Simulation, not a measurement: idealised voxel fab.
The process module that follows is named voxel double patterning.
Cross-sectional view cut (width: 210 nm; square cell size: 5 nm).
Cross-section spec: square-cell grid; bands listed top down; each band is one or more rows. Band: top height; bottom height; in nm. Then, left to right: material with width in nm, for each material. "full width": a single material spanning edge to edge. "air": empty space. The level at which height equals 0 is the one under which the wafer, as it arrives, is entirely one material. No lower edge exists for the bottom band, which continues downward and is notated as in "from 0 down". Read "30->40" as a graded width: first number on top, second number at the bottom, same change between each pair of neighbouring rows. "no change occurred" for a step: no cell of the cross-section changed in that step. Sealed cavities: empty space of 8 cells or more with no open way to the top, each as width x height at its distance from the left edge, in nm. What comes after the settings on a step's line is commentary from the simulator itself on that step. overlay nm, on a step with a mask: how far to the right of its planned place the mask lay; to the left if negative.
THESE ARE THE STEPS WE PLANNED FOR THE PROCESS
| 1 | RECEIVE (material Si) |
| 2 | CONFORMAL_DEP (material SiO2; thk nm 5) |
| 3 | DIRECTIONAL_DEP (material W; thk nm 10) |
| 4 | DIRECTIONAL_DEP (material SiN; thk nm 10) |
| 5 | MASKED_ETCH (tone open; mask id FIRST; width nm 15; pitch nm 50; etch materials SiN; depth nm 10; overlay nm 0) |
| 6 | MASKED_ETCH (tone open; mask id SECOND; width nm 15; etch materials SiN; depth nm 10; overlay nm 0) |
| 7 | DIRECTIONAL_ETCH (etch materials W; depth nm 10) |
| 8 | STRIP (etch materials SiN) |
SO THIS IS THE INCOMING WAFER IN CROSS-SECTION - IT'S ALREADY BEEN THROUGH STEP 1
* from 0 down | Si full width
* Sealed cavities: none
THE FOLLOWING CROSS-SECTION DEPICTS THE WAFER UPON CONCLUSION OF THE MODULE. PROCESSING COMMENCED FROM THE STARTING CONDITION ILLUSTRATED ABOVE AND ADHERED TO THE PLAN ILLUSTRATED ABOVE, SAVE FOR ONE MISTAKE IN EXECUTION
* from 15 to 5 | W: 60  air: 15  W: 20  air: 30  W: 85
* from 5 to 0 | SiO2 full width
* from 0 down | Si full width
* Sealed cavities: none
Deviation noted in wafer processing: step 5 deviated from plan and actually ran as MASKED_ETCH (tone open; mask id FIRST; width nm 15; pitch nm 50; etch materials SiN; depth nm 10; overlay nm -10)
